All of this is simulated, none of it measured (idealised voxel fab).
The name of this process module is voxel released beams.
In the cross-section labelled cut, the width is 290 nm and each square cell is 5 nm.
Cross-section = grid of square cells, listed top down in bands; band = one or more rows. Heads up on the band format: heights come first, top then bottom, in nm. After that it's the materials left to right, each with its width in nm. A single material flagged "all across" fills the whole band edge to edge, and "air" means there's empty space there. A quick word on heights: they are counted from 0, and under that level the wafer as it came to us is one material throughout. The lowest band is different from the rest in having no bottom; it simply continues downward, written as in "z 0 and below". Width: "30..40" (first number = top row, second number = bottom row, same change from row to row of cells). Any step labelled "no alterations made" changed none of the cells in the cross-section. Any empty space of 8 cells or more lacking an open way to the top shows up in "Voids, enclosed" as width x height at distance, distance from the left edge, in nm. If you see something after the settings on a step's line, that's the simulator's own remark about that step. Each step line may optionally specify "overlay nm", which for a step with a mask gives the rightward distance between the mask's planned place and where it lay, a negative value indicating the leftward direction.
Below is the list of planned process steps
- 1: RECEIVE with material Si
- 2: CONFORMAL_DEP with material SiN, thk nm 5
- 3: DIRECTIONAL_DEP with material SiO2, thk nm 10
- 4: MASKED_ETCH with tone open, mask id ANCHOR, width nm 30, etch materials SiO2, depth nm 10, overlay nm 0
- 5: CONFORMAL_DEP with material TiN, thk nm 10
- 6: MASKED_ETCH with tone cover, mask id BEAM, width nm 100, etch materials TiN, depth nm 10, overlay nm 0
- 7: STRIP with etch materials SiO2
Wafer, first of two, run as planned
Shown in cross-section is the wafer as received, that is, as it stands after step 1
  z 0 and below | Si all across
  Voids, enclosed: none
Presented here is a cross-section of the wafer after step 2 has been performed
  z 5 to 0 | SiN all across
  Heights below 0 show no change.
Presented here is a cross-section of the wafer after step 3 has been performed
  z 15 to 5 | SiO2 all across
  Heights below 5 show no change.
Presented here is a cross-section of the wafer after step 4 has been performed
  z 15 to 5 | SiO2: 95  air: 30  SiO2: 165
  Heights below 5 show no change.
Presented here is a cross-section of the wafer after step 5 has been performed
  z 25 to 15 | TiN: 105  air: 10  TiN: 175
  z 15 to 5 | SiO2: 95  TiN: 30  SiO2: 165
  Heights below 5 show no change.
Presented here is a cross-section of the wafer after step 6 has been performed
  z 25 to 15 | air: 90  TiN: 15  air: 10  TiN: 75  air: 100
  Heights below 15 show no change.
Presented here is a cross-section of the wafer after step 7 has been performed
  z 25 to 15 | air: 90  TiN: 15  air: 10  TiN: 75  air: 100
  z 15 to 5 | air: 95  TiN: 30  air: 165
  Heights below 5 show no change.
The Second Wafer: Common Origin and Plan, One Mistake in Execution, Identical to the First Through Step 5
At the planned end of step 6, the second wafer in cross-section
  z 25 to 15 | air: 85  TiN: 20  air: 10  TiN: 80  air: 95
  Heights below 15 show no change.
At the planned end of step 7, the second wafer in cross-section
  z 25 to 15 | air: 85  TiN: 20  air: 10  TiN: 80  air: 95
  z 15 to 5 | air: 95  TiN: 30  air: 165
  Heights below 5 show no change.
What broke from the plan during processing? step 6 was run on a setting that differed from the plan, and what really ran there is MASKED_ETCH with tone cover, mask id BEAM, width nm 110, etch materials TiN, depth nm 10, overlay nm 0
End check, counted in cells, second wafer has more or fewer of these materials than the first: 4 more of TiN
